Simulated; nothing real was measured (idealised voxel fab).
process module | voxel capacitor over wiring
cross-section cut | 290 nm wide | cells 5 nm
A cross-section is a grid of square cells, given in bands from the top down. A band is one or more rows of cells.
Each band's line starts with the height of the band's top and of its bottom, in nm. Then come its materials from left to right, each with its width in nm. One material with "throughout" fills the band from edge to edge. "air" is empty space.
Height 0 is the level under which the wafer as received is all one material. The lowest band goes on downwards, as in "0 down".
A width such as "30 to 40" changes by the same amount from each row of cells to the next, from the band's top row to its bottom row.
"no change" after a step means that no cell of the cross-section changed.
closed voids: empty space of 8 cells or more with no open way to the top, each as width x height at its distance from the left edge, in nm
after a step's settings: what the simulator itself notes on the step
overlay nm, on a step with a mask: how far to the right of its planned place the mask lay; to the left if negative
plan
1 op RECEIVE | material Si
2 op CONFORMAL_DEP | material SiO2 | thk nm 15
3 op DIRECTIONAL_DEP | material TiN | thk nm 5
4 op DIRECTIONAL_DEP | material W | thk nm 25
5 op DIRECTIONAL_DEP | material aC | thk nm 15
6 op PATTERN | tone cover | mask id METAL_1 | material resist | width nm 30 | pitch nm 90 | thk nm 30 | overlay nm 0
7 op DIRECTIONAL_ETCH | etch materials aC | depth nm 15
8 op STRIP | etch materials resist
9 op DIRECTIONAL_ETCH | etch materials W | depth nm 25
10 op DIRECTIONAL_ETCH | etch materials TiN | depth nm 5
11 op STRIP | etch materials aC
12 op FILL_DEP | material SiO2 | thk nm 5
13 op CMP | height nm 45
14 op CONFORMAL_DEP | material SiCN | thk nm 5
15 op DIRECTIONAL_DEP | material lowk | thk nm 20
16 op MASKED_ETCH | tone open | mask id PLUG_1 | width nm 15 | etch materials lowk | depth nm 20 | overlay nm 0
17 op MASKED_ETCH | tone open | mask id PLUG_1 | width nm 15 | etch materials SiCN | depth nm 5 | overlay nm 0
18 op CONFORMAL_DEP | material TiN | thk nm 5
19 op FILL_DEP | material W | thk nm 10
20 op CMP | height nm 70
21 op DIRECTIONAL_DEP | material TiN | thk nm 10
22 op DIRECTIONAL_DEP | material Al2O3 | thk nm 5
23 op DIRECTIONAL_DEP | material TiN | thk nm 10
24 op DIRECTIONAL_DEP | material aC | thk nm 15
25 op PATTERN | tone cover | mask id UPPER_PLATE | material resist | width nm 65 | thk nm 35 | overlay nm 0
26 op DIRECTIONAL_ETCH | etch materials aC | depth nm 15
27 op STRIP | etch materials resist
28 op DIRECTIONAL_ETCH | etch materials TiN | depth nm 10
29 op DIRECTIONAL_ETCH | etch materials Al2O3 | depth nm 5
30 op STRIP | etch materials aC
31 op PATTERN | tone cover | mask id LOWER_PLATE | material resist | width nm 75 | thk nm 15 | overlay nm 0
32 op DIRECTIONAL_ETCH | etch materials TiN | depth nm 10
33 op STRIP | etch materials resist
34 op FILL_DEP | material SiO2 | thk nm 15
35 op CMP | height nm 105
36 op MASKED_ETCH | tone open | mask id PLUG_2 | width nm 15 | etch materials SiO2 | depth nm 10 | overlay nm 0
37 op CONFORMAL_DEP | material TiN | thk nm 5
38 op FILL_DEP | material Cu | thk nm 5
39 op CMP | height nm 105
40 op CONFORMAL_DEP | material SiCN | thk nm 5
as received, after step 1
  0 down: Si throughout
  closed voids: none
first wafer at the end, as planned
  110 to 105: SiCN throughout
  105 to 100: SiO2 110 | TiN 5 | Cu 5 | TiN 5 | SiO2 165
  100 to 95: SiO2 110 | TiN 15 | SiO2 165
  95 to 85: SiO2 100 | TiN 65 | SiO2 125
  85 to 80: SiO2 100 | Al2O3 65 | SiO2 125
  80 to 70: SiO2 95 | TiN 75 | SiO2 120
  70 to 50: lowk 100 | TiN 5 | W 5 | TiN 5 | lowk 175
  50 to 45: SiCN 100 | TiN 15 | SiCN 175
  45 to 20: SiO2 85 | W 30 | SiO2 60 | W 30 | SiO2 85
  20 to 15: SiO2 85 | TiN 30 | SiO2 60 | TiN 30 | SiO2 85
  15 to 0: SiO2 throughout
  0 down: Si throughout
  closed voids: none
second wafer at the end: like start, like plan, one mistake
  110 to 105: SiCN throughout
  105 to 100: SiO2 110 | TiN 5 | Cu 5 | TiN 5 | SiO2 165
  100 to 95: SiO2 110 | TiN 15 | SiO2 165
  95 to 85: SiO2 100 | TiN 65 | SiO2 125
  85 to 80: SiO2 100 | Al2O3 65 | SiO2 125
  80 to 70: SiO2 95 | TiN 75 | SiO2 120
  70 to 65: W throughout
  65 to 60: TiN 105 | W 5 | TiN 180
  60 to 50: lowk 100 | TiN 5 | W 5 | TiN 5 | lowk 175
  50 to 45: SiCN 100 | TiN 15 | SiCN 175
  45 to 20: SiO2 85 | W 30 | SiO2 60 | W 30 | SiO2 85
  20 to 15: SiO2 85 | TiN 30 | SiO2 60 | TiN 30 | SiO2 85
  15 to 0: SiO2 throughout
  0 down: Si throughout
  closed voids: none
what went wrong: step 15 ran as: op DIRECTIONAL_DEP | material lowk | thk nm 10
at the end the second wafer has, in cells: 53 more of TiN | 57 more of W | 110 fewer of lowk
